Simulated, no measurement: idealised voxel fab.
Module name: voxel ribs on slabs (process module)
Cross-sectional view cut (width: 235 nm; square cell size: 5 nm).
Reading order for cross-sections: top band down to bottom band. Underlying form: a grid of square cells. Band size: one or more rows of cells. The entry gives the band's vertical extent as a top height and a bottom height in nm, then its horizontal make-up as materials from left to right, each with a width in nm. "blank" stands for empty space; a single material marked "everywhere" fills the band edge to edge. A quick word on heights: they are counted from 0, and under that level the wafer as it came to us is one material throughout. The lowest band is different from the rest in having no bottom; it simply continues downward, written as in "0 and below". It should be noted that a width expressed as "30..40" varies in equal increments from row to row of cells within the band, taking the value of the first number at the top row and that of the second number at the bottom row. Where a step carries "nothing different", the cross-section came out of it unchanged, cell for cell. The list in "Non-vented voids" covers empty spaces of 8 cells or more that cannot reach the top through any open way, and it gives each as width x height at distance; the distance is from the left edge, and width, height and distance are in nm. Heads up: the bit after the settings on a step's line is the simulator's remark on that step. "overlay nm" answers the question of how far to the right of plan the mask lay on a step that has a mask, and when it is negative the answer is to the left.

List of planned process steps
1: RECEIVE, material Si
2: DIRECTIONAL_DEP, material SiO2, thk nm 20
3: DIRECTIONAL_DEP, material polySi, thk nm 15
4: DIRECTIONAL_DEP, material aC, thk nm 15
5: PATTERN, tone cover, mask id RIB, material resist, width nm 20, thk nm 30, overlay nm 0
6: DIRECTIONAL_ETCH, etch materials aC, depth nm 15
7: STRIP, etch materials resist
8: DIRECTIONAL_ETCH, etch materials polySi, depth nm 5
9: STRIP, etch materials aC
10: MASKED_ETCH, tone cover, mask id SLAB, width nm 80, etch materials polySi, depth nm 10, overlay nm 0
11: FILL_DEP, material SiO2, thk nm 30
12: CMP, height nm 55
13: DIRECTIONAL_DEP, material W, thk nm 5
14: DIRECTIONAL_DEP, material aC, thk nm 15
15: PATTERN, tone cover, mask id HEATER, material resist, width nm 40, thk nm 30, overlay nm 0
16: DIRECTIONAL_ETCH, etch materials aC, depth nm 15
17: STRIP, etch materials resist
18: DIRECTIONAL_ETCH, etch materials W, depth nm 5
19: STRIP, etch materials aC
20: CONFORMAL_DEP, material SiO2, thk nm 5
What sets these wafers apart? The width nm at step 5. They all start alike, and the plan carries the first wafer's value.

Cross-section of the first of several received wafers, showing its state after step 1
	0 and below | Si everywhere
	Non-vented voids: none

Table: wafers, a row each; end-of-module cell change per material since receipt, gain (+), loss (-); then closed voids
width nm 20; +530 SiO2; +8 W; +36 polySi; Non-vented voids: none
width nm 25; +529 SiO2; +8 W; +37 polySi; Non-vented voids: none
width nm 30; +528 SiO2; +8 W; +38 polySi; Non-vented voids: none
width nm 35; +527 SiO2; +8 W; +39 polySi; Non-vented voids: none
width nm 40; +526 SiO2; +8 W; +40 polySi; Non-vented voids: none
width nm 45; +525 SiO2; +8 W; +41 polySi; Non-vented voids: none
